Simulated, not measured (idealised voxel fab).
Process module under the name voxel ribs on slabs
Square cells of 5 nm make up the cross-section cut, whose width is 265 nm.
Heads up, the way a cross-section reads in here is a grid of square cells, handed over as bands from the top down, with every band being one or more rows of cells. It is stipulated that each band's entry specify, in nanometres, the height of the top of the band and then that of its bottom, followed by the materials of the band in left-to-right sequence, each together with its width in nanometres. A single material marked by the word "everywhere" is understood to fill the band from edge to edge; the word "air" is understood to denote empty space. It should be noted that heights are counted from 0, beneath which the wafer as supplied is of one material throughout, and that the lowest band possesses no lower boundary but continues downward, as written in "0 and below". Width spec "30 to 40" -> top row of cells at first value, bottom row at second value, equal per-row change in between. What does "no alteration" mean for a step? It means no cell of the cross-section changed in that step. For the entry "Trapped void list", the listed items are empty spaces with no open way to the top whose size is 8 cells or more; each item follows the pattern width x height at distance, where distance is from the left edge and all three are in nm. If you see something after the settings on a step's line, that's the simulator's own remark about that step. When a step includes a mask, the "overlay nm" setting on its line states how far to the right of its planned place that mask lay, and negative values state how far to the left.

## plan
- 1: RECEIVE (material Si)
- 2: DIRECTIONAL_DEP (material SiO2; thk nm 30)
- 3: DIRECTIONAL_DEP (material SiN; thk nm 15)
- 4: PATTERN (tone cover; mask id RIB; material resist; width nm 20; thk nm 20; overlay nm 0)
- 5: DIRECTIONAL_ETCH (etch materials SiN; depth nm 10)
- 6: STRIP (etch materials resist)
- 7: PATTERN (tone cover; mask id SLAB; material resist; width nm 80; thk nm 20; overlay nm 0)
- 8: DIRECTIONAL_ETCH (etch materials SiN; depth nm 5)
- 9: STRIP (etch materials resist)
- 10: FILL_DEP (material SiO2; thk nm 20)
- 11: CMP (height nm 55)
- 12: DIRECTIONAL_DEP (material W; thk nm 5)
- 13: DIRECTIONAL_DEP (material aC; thk nm 15)
- 14: PATTERN (tone cover; mask id HEATER; material resist; width nm 30; thk nm 30; overlay nm 0)
- 15: DIRECTIONAL_ETCH (etch materials aC; depth nm 15)
- 16: STRIP (etch materials resist)
- 17: DIRECTIONAL_ETCH (etch materials W; depth nm 5)
- 18: STRIP (etch materials aC)
- 19: CONFORMAL_DEP (material SiO2; thk nm 10)

## Step 1 complete: cross-section of the wafer as received
    0 and below: Si everywhere
    Trapped void list: none

## Below is the wafer in cross-section after the module was completed. It began from the starting point shown above and followed the plan shown above, except that one mistake was made while running it
    70 down to 65: air 105 nm; SiO2 50 nm; air 110 nm
    65 down to 60: SiO2 everywhere
    60 down to 55: SiO2 115 nm; W 30 nm; SiO2 120 nm
    55 down to 45: SiO2 120 to 90 nm; SiN 20 to 80 nm; SiO2 125 to 95 nm
    45 down to 30: SiN everywhere
    30 down to 0: SiO2 everywhere
    0 and below: Si everywhere
    Trapped void list: none
What went wrong in running the wafer? step 3 of the plan was carried out twice
